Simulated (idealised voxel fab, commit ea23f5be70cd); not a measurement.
process module | voxel local oxidation
cross-section cut | 175 nm wide | cells 5 nm
A cross-section is a grid of square cells, given in bands from the top down. A band is one or more rows of cells.
Each band's line starts with the height of the band's top and of its bottom, in nm. Then come its materials from left to right, each with its width in nm. One material with "throughout" fills the band from edge to edge. "air" is empty space.
Height 0 is the level under which the wafer as received is all one material. The lowest band goes on downwards, as in "0 down".
A width such as "30 to 40" changes by the same amount from each row of cells to the next, from the band's top row to its bottom row.
"no change" after a step means that no cell of the cross-section changed.
closed voids: empty space of 8 cells or more with no open way to the top, each as width x height at its distance from the left edge, in nm
after a step's settings: what the simulator itself notes on the step
overlay nm, on a step with a mask: how far to the right of its planned place the mask lay; to the left if negative
plan
1 op RECEIVE | material Si
2 op OXIDIZE | depth nm 5
3 op CONFORMAL_DEP | material SiN | thk nm 15
4 op PATTERN | tone cover | mask id ACTIVE | material resist | width nm 95 | thk nm 20 | overlay nm 0
5 op DIRECTIONAL_ETCH | etch materials SiN | depth nm 5
6 op STRIP | etch materials resist
7 op SELECTIVE_ETCH | etch materials SiO2 | depth nm 5
8 op OXIDIZE | depth nm 15
9 op STRIP | etch materials SiN
varied across the wafers: depth nm of step 5. The plan shows the first wafer's value. All wafers start alike
first wafer as received, after step 1
  0 down: Si throughout
  closed voids: none
first wafer at the end, after step 9
  0 to -5: SiO2 throughout
  -5 down: Si throughout
  closed voids: none
last wafer at the end
  0 to -5: air 45 | SiO2 85 | air 45
  -5 to -20: SiO2 60 | Si 55 | SiO2 60
  -20 down: Si throughout
  closed voids: none
each wafer at the end: cells of each material gained (+) or lost (-) since it was received, then its closed voids
depth nm 5 | -35 Si | +35 SiO2 | closed voids: none
depth nm 10 | -35 Si | +35 SiO2 | closed voids: none
depth nm 15 | -107 Si | +89 SiO2 | closed voids: none
depth nm 20 | -107 Si | +89 SiO2 | closed voids: none
depth nm 25 | -107 Si | +89 SiO2 | closed voids: none
depth nm 30 | -107 Si | +89 SiO2 | closed voids: none
